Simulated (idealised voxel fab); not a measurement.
This is a process module. Its name is voxel released beams.
The cross-section shown here is cut; it is 140 nm wide and divided into square cells measuring 5 nm on a side.
Heads up, the way a cross-section reads in here is a grid of square cells, handed over as bands from the top down, with every band being one or more rows of cells.
Heads up on the band format: heights come first, top then bottom, in nm. After that it's the materials left to right, each with its width in nm. A single material flagged "throughout" fills the whole band edge to edge, and "air" means there's empty space there.
Counting heights begins at 0, where everything beneath is, in the wafer as received, one material. The lowest band has no bottom; it goes on downwards, as "0 and below" shows.
The width entry "30->40" should be interpreted row by row: the top row of cells in the band takes the first number, the bottom row takes the second number, and the change between adjacent rows is uniform throughout.
Reading "all unchanged" for a step: not a cell of the cross-section changed in it.
Closed void inventory: empty space of 8 cells or more with no open way to the top, each as width x height at its distance from the left edge, in nm
Whatever follows a step's settings on its line is a remark the simulator itself makes about that step.
overlay nm: for a step with a mask, the amount by which the mask lay right of where it was planned; a negative amount means left of it.
-- Process steps foreseen in the plan
1) RECEIVE with material Si
2) CONFORMAL_DEP with material SiN, thk nm 5
3) DIRECTIONAL_DEP with material SiO2, thk nm 10
4) DIRECTIONAL_DEP with material aC, thk nm 15
5) PATTERN with tone open, mask id ANCHOR, material resist, width nm 25, thk nm 30, overlay nm 0
6) DIRECTIONAL_ETCH with etch materials aC, depth nm 15
7) STRIP with etch materials resist
8) DIRECTIONAL_ETCH with etch materials SiO2, depth nm 10
9) STRIP with etch materials aC
10) CONFORMAL_DEP with material W, thk nm 10
11) MASKED_ETCH with tone cover, mask id BEAM, width nm 70, etch materials W, depth nm 10, overlay nm 0
12) STRIP with etch materials SiO2
-- Incoming wafer in cross-section (state: after step 1)
    0 and below  Si throughout
    Closed void inventory: none
-- The cross-section shown corresponds to the wafer at the conclusion of the module. The initial structure and the process plan are those presented above; however, one mistake occurred in executing the plan
    25 down to 15  aC (45) / air (5) / aC (90)
    15 down to 5  SiO2 (35) / aC (25) / SiO2 (80)
    5 down to 0  SiN throughout
    0 and below  Si throughout
    Closed void inventory: none
what went wrong: off-plan run, step 10, actual operation and settings CONFORMAL_DEP with material aC, thk nm 10
